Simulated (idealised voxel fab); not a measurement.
Process module in this document: voxel tone inversion
205 nm wide, 5 nm square cells: that's cross-section cut.
For the purposes of this document, a cross-section shall be understood as a grid of square cells, specified as bands listed in top-to-bottom order, each band consisting of one or more rows of cells. Read a band's entry like this: the first values are the height of its top and the height of its bottom in nm, and what follows is the sequence of materials from left to right, each with its width in nm. Note that "air" is empty space, and that a single material marked "everywhere" reaches across the band from edge to edge. Height 0 is the level under which the wafer as received is all one material. The lowest band goes on downwards, as in "0..down". So if you see something like "30->40" for the width, read it as the top row of the band sitting at the first number and the bottom row at the second, with every row in between moving by the same amount as the last. Basically "no change" means that step didn't change any cell in the cross-section. "Voids lacking openings" lists enclosed empty spaces (at least 8 cells, no open path upward to the top), each as width x height at distance from the left edge, in nm. Past the settings on a step's line: simulator remark, on that step. overlay nm: step with mask; distance mask lay right of planned place; negative value = left of planned place.

Intended process steps:
1. RECEIVE [material Si]
2. CONFORMAL_DEP [material SiN] [thk nm 10]
3. DIRECTIONAL_DEP [material polySi] [thk nm 15]
4. PATTERN [tone cover] [mask id POSTS] [material resist] [width nm 20] [pitch nm 35] [thk nm 20] [overlay nm 0]
5. DIRECTIONAL_ETCH [etch materials polySi] [depth nm 15]
6. STRIP [etch materials resist]
7. FILL_DEP [material SiO2] [thk nm 5]
8. CMP [height nm 25]
9. STRIP [etch materials polySi]
10. CONFORMAL_DEP [material TiN] [thk nm 5]
11. FILL_DEP [material W] [thk nm 10]
12. CMP [height nm 25]
13. CONFORMAL_DEP [material SiCN] [thk nm 5]

As-received state of the wafer in cross-section, equivalent to post-step 1:
* 0..down | Si everywhere
* Voids lacking openings: none

Cross-sectional result after module completion. Note: starting condition and plan are unchanged from above; one processing mistake was made:
* 45..40 | SiCN everywhere
* 40..30 | W everywhere
* 30..25 | TiN (45); W (10); TiN (25); W (10); TiN (25); W (10); TiN (25); W (10); TiN (45)
* 25..15 | SiO2 (40); TiN (5); W (10); TiN (5); SiO2 (15); TiN (5); W (10); TiN (5); SiO2 (15); TiN (5); W (10); TiN (5); SiO2 (15); TiN (5); W (10); TiN (5); SiO2 (40)
* 15..10 | SiO2 (40); TiN (20); SiO2 (15); TiN (20); SiO2 (15); TiN (20); SiO2 (15); TiN (20); SiO2 (40)
* 10..0 | SiN everywhere
* 0..down | Si everywhere
* Voids lacking openings: none
Error vs. plan: not run: step 12 of the plan (skipped)
